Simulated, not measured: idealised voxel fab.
process module | voxel ribs on slabs
We display cut, a cross-section 265 nm in width whose square cells are each 5 nm.
Square cells in a grid make up a cross-section in this document, and the grid is given as bands, listed from the top down, each one or more rows of cells. Each band's line starts with the height of the band's top and of its bottom, in nm. Then come its materials from left to right, each with its width in nm. One material with "everywhere" fills the band from edge to edge. "air" is empty space. All heights in this document are referenced to 0, defined as the level beneath which the wafer, as received, consists entirely of one material. The lowest band is not bounded below; it extends indefinitely downward and is written in the form "from 0 down". It should be noted that a width expressed as "30..40" varies in equal increments from row to row of cells within the band, taking the value of the first number at the top row and that of the second number at the bottom row. When a step is marked "no change occurred", none of the cells in the cross-section changed during that step. "Cavities, closed" contains a list of empty spaces, each no smaller than 8 cells and without an open way to the top, written in the form width x height at distance with the distance from the left edge and all three in nm. Text after the settings on a step's line: the simulator's own remark on that step. Regarding "overlay nm": on a step with a mask, it is the distance the mask lay to the right of its planned place; a negative value places it to the left.
These are the steps we planned for the process:
1) RECEIVE (material Si)
2) DIRECTIONAL_DEP (material SiO2; thk nm 30)
3) DIRECTIONAL_DEP (material polySi; thk nm 20)
4) DIRECTIONAL_DEP (material aC; thk nm 10)
5) PATTERN (tone cover; mask id RIB; material resist; width nm 25; thk nm 25; overlay nm 0)
6) DIRECTIONAL_ETCH (etch materials aC; depth nm 10)
7) STRIP (etch materials resist)
8) DIRECTIONAL_ETCH (etch materials polySi; depth nm 10)
9) STRIP (etch materials aC)
10) MASKED_ETCH (tone cover; mask id SLAB; width nm 85; etch materials polySi; depth nm 10; overlay nm 0)
11) FILL_DEP (material SiO2; thk nm 30)
12) CMP (height nm 70)
13) DIRECTIONAL_DEP (material TiN; thk nm 5)
14) DIRECTIONAL_DEP (material aC; thk nm 10)
15) PATTERN (tone cover; mask id HEATER; material resist; width nm 35; thk nm 30; overlay nm 0)
16) DIRECTIONAL_ETCH (etch materials aC; depth nm 10)
17) STRIP (etch materials resist)
18) DIRECTIONAL_ETCH (etch materials TiN; depth nm 5)
19) STRIP (etch materials aC)
20) CONFORMAL_DEP (material SiN; thk nm 5)
Cross-section of the wafer upon arrival, representing the state reached after step 1:
    from 0 down: Si everywhere
    Cavities, closed: none
Cross-section at module end, one run error; start and plan unchanged from above:
    from 75 to 70: 115 of air, 35 of TiN, 115 of air
    from 70 to 50: SiO2 everywhere
    from 50 to 40: 120 of SiO2, 25 of polySi, 120 of SiO2
    from 40 to 30: 90 of SiO2, 85 of polySi, 90 of SiO2
    from 30 to 0: SiO2 everywhere
    from 0 down: Si everywhere
    Cavities, closed: none
What was the processing mistake? step 20 of the plan was jumped over and never run
